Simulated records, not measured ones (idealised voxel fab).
process module | voxel ribs on slabs
cross-section cut | 285 nm wide | cells 5 nm
A cross-section is a grid of square cells, given in bands from the top down. A band is one or more rows of cells.
Each band's line starts with the height of the band's top and of its bottom, in nm. Then come its materials from left to right, each with its width in nm. One material with "throughout" fills the band from edge to edge. "air" is empty space.
Height 0 is the level under which the wafer as received is all one material. The lowest band goes on downwards, as in "0 down".
A width such as "30 to 40" changes by the same amount from each row of cells to the next, from the band's top row to its bottom row.
"no change" after a step means that no cell of the cross-section changed.
closed voids: empty space of 8 cells or more with no open way to the top, each as width x height at its distance from the left edge, in nm
after a step's settings: what the simulator itself notes on the step
overlay nm, on a step with a mask: how far to the right of its planned place the mask lay; to the left if negative
plan
1 op RECEIVE | material Si
2 op DIRECTIONAL_DEP | material SiO2 | thk nm 20
3 op DIRECTIONAL_DEP | material polySi | thk nm 15
4 op MASKED_ETCH | tone cover | mask id RIB | width nm 20 | etch materials polySi | depth nm 5 | overlay nm 0
5 op DIRECTIONAL_DEP | material aC | thk nm 10
6 op PATTERN | tone cover | mask id SLAB | material resist | width nm 40 | thk nm 25 | overlay nm 0
7 op DIRECTIONAL_ETCH | etch materials aC | depth nm 10
8 op STRIP | etch materials resist
9 op DIRECTIONAL_ETCH | etch materials polySi | depth nm 10
10 op STRIP | etch materials aC
11 op FILL_DEP | material SiO2 | thk nm 20
12 op CMP | height nm 45
13 op DIRECTIONAL_DEP | material TiN | thk nm 5
14 op PATTERN | tone cover | mask id HEATER | material resist | width nm 30 | thk nm 20 | overlay nm 0
15 op DIRECTIONAL_ETCH | etch materials TiN | depth nm 5
16 op STRIP | etch materials resist
17 op CONFORMAL_DEP | material SiO2 | thk nm 10
varied across the wafers: width nm of step 6. The plan shows the first wafer's value. All wafers start alike
first wafer as received, after step 1
  0 down: Si throughout
  closed voids: none
each wafer at the end: cells of each material gained (+) or lost (-) since it was received, then its closed voids
width nm 40 | +611 SiO2 | +6 TiN | +20 polySi | closed voids: none
width nm 45 | +609 SiO2 | +6 TiN | +22 polySi | closed voids: none
width nm 50 | +607 SiO2 | +6 TiN | +24 polySi | closed voids: none
width nm 55 | +605 SiO2 | +6 TiN | +26 polySi | closed voids: none
width nm 60 | +603 SiO2 | +6 TiN | +28 polySi | closed voids: none
width nm 65 | +601 SiO2 | +6 TiN | +30 polySi | closed voids: none
